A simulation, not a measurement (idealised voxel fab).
process module | voxel released beams
Shown is cross-section cut, with a width of 170 nm and square cells of size 5 nm.
Heads up, the way a cross-section reads in here is a grid of square cells, handed over as bands from the top down, with every band being one or more rows of cells. Band entry format. Leading values: height of top, height of bottom, nm. Remainder: materials in left-to-right order, each with its width in nm. Special words: "edge to edge" on a single material, which then fills the band edge to edge; "empty", empty space. Height datum 0, below which the as-received substrate wafer is one material. Lowest band open at the bottom, running downward: "0..down". The width entry "30 to 40" should be interpreted row by row: the top row of cells in the band takes the first number, the bottom row takes the second number, and the change between adjacent rows is uniform throughout. Key: "changes: none" - step with no changed cell in the cross-section. The label "Sealed internal cavities" introduces a list of the empty spaces, 8 cells or larger, that have no open way up to the top; each entry in it reads width x height at distance, where the distance is taken from the left edge and all three are stated in nm. Read whatever lies past the settings on a step's line as the simulator's own remark about the step. The setting "overlay nm" may be written on the line of a step. When the step uses a mask, the value reports how far to the right of the planned place the mask lay, and a negative value reports that it lay to the left.
Steps planned for the process
1) RECEIVE with material Si
2) CONFORMAL_DEP with material SiN, thk nm 10
3) DIRECTIONAL_DEP with material SiO2, thk nm 10
4) MASKED_ETCH with tone open, mask id ANCHOR, width nm 45, etch materials SiO2, depth nm 10, overlay nm 0
5) CONFORMAL_DEP with material W, thk nm 15
6) MASKED_ETCH with tone cover, mask id BEAM, width nm 105, etch materials W, depth nm 15, overlay nm 0
7) STRIP with etch materials SiO2
As received (post step 1): cross-section
  0..down = Si edge to edge
  Sealed internal cavities: none
The first of two wafers, cross-sectioned at the end of the module, with the run proceeding as planned
  35..25 = 30 nm empty | 20 nm W | 15 nm empty | 70 nm W | 35 nm empty
  25..20 = 30 nm empty | 105 nm W | 35 nm empty
  20..10 = 35 nm empty | 45 nm W | 90 nm empty
  10..0 = SiN edge to edge
  0..down = Si edge to edge
  Sealed internal cavities: none
Wafer two (of two), end-of-module cross-section: start = wafer one, plan = wafer one, one run mistake
  35..25 = 35 nm empty | 15 nm W | 15 nm empty | 65 nm W | 40 nm empty
  25..20 = 35 nm empty | 95 nm W | 40 nm empty
  20..10 = 35 nm empty | 45 nm W | 90 nm empty
  10..0 = SiN edge to edge
  0..down = Si edge to edge
  Sealed internal cavities: none
Run error: off-plan run, step 6, actual operation and settings MASKED_ETCH with tone cover, mask id BEAM, width nm 95, etch materials W, depth nm 15, overlay nm 0
At the finish, the second wafer shows more or fewer cells for some materials than the first does: W -6
